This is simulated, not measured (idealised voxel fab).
Presented below is a process module, voxel trench capacitor.
Cross-section cut spans 255 nm and uses square cells 5 nm in size.
Cross-sections here: square-cell grids, written as top-down lists of bands, a band being one or more rows of cells.
This entry defines a band. It first specifies the height of the band's top and the height of its bottom in nm, and then specifies the band's materials from left to right, stating each material with its width in nm. The word "edge to edge" identifies a single material that fills the band from edge to edge, while the word "empty" identifies empty space.
For the purposes of this specification, 0 denotes the height below which the wafer in its as-received condition is composed wholly of one material, and the lowermost band, lacking a lower limit, extends downward without end, as expressed in "0 -> down".
So if you see something like "30->40" for the width, read it as the top row of the band sitting at the first number and the bottom row at the second, with every row in between moving by the same amount as the last.
"remains unaltered", as given for a step, is the statement that not any cell of the cross-section underwent a change during that step.
Basically, "Enclosed void entries" tells you about the enclosed voids: empty spaces with no open way to the top, 8 cells or bigger, each written width x height at distance, where distance is from the left edge, all in nm.
If you see something after the settings on a step's line, that's the simulator's own remark about that step.
Regarding "overlay nm": on a step with a mask, it is the distance the mask lay to the right of its planned place; a negative value places it to the left.

THE STEPS PLANNED FOR THE PROCESS ARE AS FOLLOWS
1: RECEIVE with material Si
2: CONFORMAL_DEP with material SiN, thk nm 5
3: PATTERN with tone open, mask id TRENCH, material resist, width nm 25, pitch nm 40, thk nm 20, overlay nm 0
4: DIRECTIONAL_ETCH with etch materials SiN, depth nm 5
5: DIRECTIONAL_ETCH with etch materials Si, depth nm 30
6: STRIP with etch materials resist
7: CONFORMAL_DEP with material HfO2, thk nm 5
8: CONFORMAL_DEP with material TiN, thk nm 5
9: FILL_DEP with material W, thk nm 5
10: CMP with height nm 5

AS-RECEIVED STATE OF THE WAFER IN CROSS-SECTION, EQUIVALENT TO POST-STEP 1
    0 -> down | Si edge to edge
    Enclosed void entries: none

RUN AS PLANNED - FIRST OF THE TWO WAFERS CROSS-SECTIONED AT THE END OF THE MODULE
    5 -> 0 | SiN 95 nm / HfO2 5 nm / TiN 5 nm / W 5 nm / TiN 5 nm / HfO2 5 nm / SiN 15 nm / HfO2 5 nm / TiN 5 nm / W 5 nm / TiN 5 nm / HfO2 5 nm / SiN 95 nm
    0 -> -20 | Si 95 nm / HfO2 5 nm / TiN 5 nm / W 5 nm / TiN 5 nm / HfO2 5 nm / Si 15 nm / HfO2 5 nm / TiN 5 nm / W 5 nm / TiN 5 nm / HfO2 5 nm / Si 95 nm
    -20 -> -25 | Si 95 nm / HfO2 5 nm / TiN 15 nm / HfO2 5 nm / Si 15 nm / HfO2 5 nm / TiN 15 nm / HfO2 5 nm / Si 95 nm
    -25 -> -30 | Si 95 nm / HfO2 25 nm / Si 15 nm / HfO2 25 nm / Si 95 nm
    -30 -> down | Si edge to edge
    Enclosed void entries: none

THIS CROSS-SECTION BELONGS TO THE SECOND WAFER OF TWO AT THE END OF THE MODULE; THE START AND THE PLAN WERE SHARED WITH THE FIRST, AND THE RUN INCLUDED ONE MISTAKE
    5 -> 0 | SiN 100 nm / HfO2 5 nm / TiN 5 nm / HfO2 5 nm / SiN 25 nm / HfO2 5 nm / TiN 5 nm / HfO2 5 nm / SiN 100 nm
    0 -> -25 | Si 100 nm / HfO2 5 nm / TiN 5 nm / HfO2 5 nm / Si 25 nm / HfO2 5 nm / TiN 5 nm / HfO2 5 nm / Si 100 nm
    -25 -> -30 | Si 100 nm / HfO2 15 nm / Si 25 nm / HfO2 15 nm / Si 100 nm
    -30 -> down | Si edge to edge
    Enclosed void entries: none
What was done differently from what was planned? step 3 ran with different settings than intended, the actual operation and settings being PATTERN with tone open, mask id TRENCH, material resist, width nm 15, pitch nm 40, thk nm 20, overlay nm 0
Per the end-of-run cell counts, the second wafer holds more or fewer of some materials than the first: HfO2: 4 fewer, Si: 24 more, SiN: 4 more, TiN: 14 fewer, W: 10 fewer
